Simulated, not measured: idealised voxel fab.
Module name: voxel gate over fins (process module)
Square cells of 5 nm make up the cross-section cut, whose width is 250 nm.
Each cross-section below is a grid of square cells, stated as bands in top-down order, with one or more rows of cells making up each band. This entry defines a band. It first specifies the height of the band's top and the height of its bottom in nm, and then specifies the band's materials from left to right, stating each material with its width in nm. The word "full width" identifies a single material that fills the band from edge to edge, while the word "air" identifies empty space. Height datum 0, below which the as-received substrate wafer is one material. Lowest band open at the bottom, running downward: "from 0 down". Per-row width for "30 to 40": begins at first number (top row of band), ends at second number (bottom row), increment between rows held constant. No cell of the cross-section changed in a step that is given as "remained unchanged". In the "Voids, enclosed" entry, you get each enclosed empty space of 8 cells or more, one with no open way to the top, written width x height at distance, distance from the left edge, in nm. Post-settings text on a step line: simulator's own remark regarding the step. "overlay nm" on a masked step: distance the mask lay right of its planned place, negative for left.
HERE'S WHAT THE PLANNED PROCESS STEPS LOOK LIKE
1,RECEIVE with material Si
2,CONFORMAL_DEP with material SiN, thk nm 10
3,DIRECTIONAL_DEP with material aC, thk nm 10
4,PATTERN with tone cover, mask id FINS, material resist, width nm 15, pitch nm 50, thk nm 25, overlay nm 0
5,DIRECTIONAL_ETCH with etch materials aC, depth nm 10
6,STRIP with etch materials resist
7,DIRECTIONAL_ETCH with etch materials SiN, depth nm 10
8,DIRECTIONAL_ETCH with etch materials Si, depth nm 35
9,STRIP with etch materials aC
10,FILL_DEP with material SiO2, thk nm 5
11,CMP with height nm 10
12,MASKED_ETCH with tone open, mask id RAIL, width nm 15, etch materials SiO2, depth nm 40, overlay nm 0
13,CONFORMAL_DEP with material TiN, thk nm 5
14,FILL_DEP with material Ru, thk nm 10
15,CMP with height nm 10
16,SELECTIVE_ETCH with etch materials W Ru TiN, depth nm 35
17,FILL_DEP with material SiO2, thk nm 5
18,CMP with height nm 10
19,SELECTIVE_ETCH with etch materials SiO2, depth nm 25
20,STRIP with etch materials SiN
21,CONFORMAL_DEP with material HfO2, thk nm 5
22,CONFORMAL_DEP with material TiN, thk nm 5
23,CONFORMAL_DEP with material TiAl, thk nm 5
24,CONFORMAL_DEP with material TiN, thk nm 5
25,FILL_DEP with material W, thk nm 10
26,CMP with height nm 25
27,CONFORMAL_DEP with material SiCN, thk nm 5
AS RECEIVED (POST STEP 1): CROSS-SECTION
- from 0 down | Si full width
- Voids, enclosed: none
FINAL CROSS-SECTION, MODULE RUN WITH ONE MISTAKE (START AND PLAN AS ABOVE)
- from 30 to 25 | SiCN full width
- from 25 to 20 | W full width
- from 20 to 15 | W 80 nm, TiN 105 nm, W 65 nm
- from 15 to 10 | W 80 nm, TiN 5 nm, TiAl 45 nm, TiN 5 nm, TiAl 45 nm, TiN 5 nm, W 65 nm
- from 10 to 5 | W 80 nm, TiN 5 nm, TiAl 5 nm, TiN 35 nm, TiAl 5 nm, TiN 5 nm, TiAl 5 nm, TiN 35 nm, TiAl 5 nm, TiN 5 nm, W 65 nm
- from 5 to 0 | TiN 85 nm, TiAl 5 nm, TiN 5 nm, HfO2 25 nm, TiN 5 nm, TiAl 5 nm, TiN 5 nm, TiAl 5 nm, TiN 5 nm, HfO2 25 nm, TiN 5 nm, TiAl 5 nm, TiN 70 nm
- from 0 to -5 | TiAl 90 nm, TiN 5 nm, HfO2 5 nm, Si 15 nm, HfO2 5 nm, TiN 5 nm, TiAl 15 nm, TiN 5 nm, HfO2 5 nm, Si 15 nm, HfO2 5 nm, TiN 5 nm, TiAl 75 nm
- from -5 to -10 | TiN 95 nm, HfO2 5 nm, Si 15 nm, HfO2 5 nm, TiN 25 nm, HfO2 5 nm, Si 15 nm, HfO2 5 nm, TiN 80 nm
- from -10 to -15 | HfO2 100 nm, Si 15 nm, HfO2 35 nm, Si 15 nm, HfO2 85 nm
- from -15 to -25 | SiO2 100 nm, Si 15 nm, SiO2 35 nm, Si 15 nm, SiO2 85 nm
- from -25 to -30 | SiO2 100 nm, Si 15 nm, TiN 15 nm, SiO2 20 nm, Si 15 nm, SiO2 85 nm
- from -30 to -35 | SiO2 100 nm, Si 15 nm, SiO2 35 nm, Si 15 nm, SiO2 85 nm
- from -35 down | Si full width
- Voids, enclosed: none
Deviation noted in wafer processing: contrary to plan, step 4 was performed as PATTERN with tone cover, mask id FINS, material resist, width nm 15, pitch nm 50, thk nm 25, overlay nm 10
